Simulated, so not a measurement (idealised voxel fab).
Process module, titled voxel air gaps
The cross-section on display is named cut; it measures 230 nm wide, and its cells are 5 nm squares.
For the purposes of this document, a cross-section shall be understood as a grid of square cells, specified as bands listed in top-to-bottom order, each band consisting of one or more rows of cells. Basically the band line says how high the top is and how high the bottom is, in nm, and then what's in it from left to right, every material with its width in nm. Empty space shows up as "air", and if a single material carries "full width" it runs the full band edge to edge. Basically, 0 is our baseline, since under it the wafer straight out of the box is all one material. The bottom band has no lower end and keeps on going down, so it looks like "from 0 down". The expression "30->40" gives the width at the extremes of the band, the first number at its top row of cells and the second at its bottom row, with the width changing by equal amounts from each row to the next in between. Where the words "changes: none" appear for a step, the cross-section shows no cell changed by that step; every cell remained as before. Closed empty spaces (no open way to the top) of 8 cells or more are what "Enclosed void entries" lists, each as width x height at distance from the left edge, nm for all three. Read whatever lies past the settings on a step's line as the simulator's own remark about the step. Steps that use a mask can have "overlay nm" on their line. It says how far the mask sat to the right of where it was meant to be. Negative means to the left.

These are the steps we planned for the process:
- 1: RECEIVE with material Si
- 2: CONFORMAL_DEP with material SiO2, thk nm 10
- 3: CONFORMAL_DEP with material SiN, thk nm 5
- 4: DIRECTIONAL_DEP with material lowk, thk nm 40
- 5: PATTERN with tone open, mask id LINES, material resist, width nm 20, pitch nm 45, thk nm 20, overlay nm 0
- 6: DIRECTIONAL_ETCH with etch materials lowk, depth nm 40
- 7: STRIP with etch materials resist
- 8: CONFORMAL_DEP with material TiN, thk nm 5
- 9: FILL_DEP with material Ru, thk nm 5
- 10: CMP with height nm 55
- 11: EPI with material Ru, thk nm 10
- 12: SELECTIVE_ETCH with etch materials lowk, depth nm 50
- 13: CONFORMAL_DEP with material SiCN, thk nm 5

as received, after step 1:
- from 0 down  Si full width
- Enclosed void entries: none

Below is the wafer in cross-section after the module was completed. It began from the starting point shown above and followed the plan shown above, except that one mistake was made while running it:
- from 70 to 65  air 25 nm, then SiCN 185 nm, then air 20 nm
- from 65 to 55  air 25 nm, then SiCN 5 nm, then Ru 40 nm, then SiCN 5 nm, then Ru 40 nm, then SiCN 5 nm, then Ru 40 nm, then SiCN 5 nm, then Ru 40 nm, then SiCN 5 nm, then air 20 nm
- from 55 to 50  air 25 nm, then SiCN 15 nm, then TiN 5 nm, then Ru 10 nm, then TiN 5 nm, then SiCN 25 nm, then TiN 5 nm, then Ru 10 nm, then TiN 5 nm, then SiCN 25 nm, then TiN 5 nm, then Ru 10 nm, then TiN 5 nm, then SiCN 25 nm, then TiN 5 nm, then Ru 10 nm, then TiN 5 nm, then SiCN 15 nm, then air 20 nm
- from 50 to 20  air 35 nm, then SiCN 5 nm, then TiN 5 nm, then Ru 10 nm, then TiN 5 nm, then SiCN 5 nm, then air 15 nm, then SiCN 5 nm, then TiN 5 nm, then Ru 10 nm, then TiN 5 nm, then SiCN 5 nm, then air 15 nm, then SiCN 5 nm, then TiN 5 nm, then Ru 10 nm, then TiN 5 nm, then SiCN 5 nm, then air 15 nm, then SiCN 5 nm, then TiN 5 nm, then Ru 10 nm, then TiN 5 nm, then SiCN 5 nm, then air 30 nm
- from 20 to 15  SiCN 40 nm, then TiN 20 nm, then SiCN 25 nm, then TiN 20 nm, then SiCN 25 nm, then TiN 20 nm, then SiCN 25 nm, then TiN 20 nm, then SiCN 35 nm
- from 15 to 10  SiN full width
- from 10 to 0  SiO2 full width
- from 0 down  Si full width
- Enclosed void entries: 15 x 30 at 65; 15 x 30 at 110; 15 x 30 at 155
The plan and the run diverged here: step 5 ran as: PATTERN with tone open, mask id LINES, material resist, width nm 20, pitch nm 45, thk nm 20, overlay nm 5
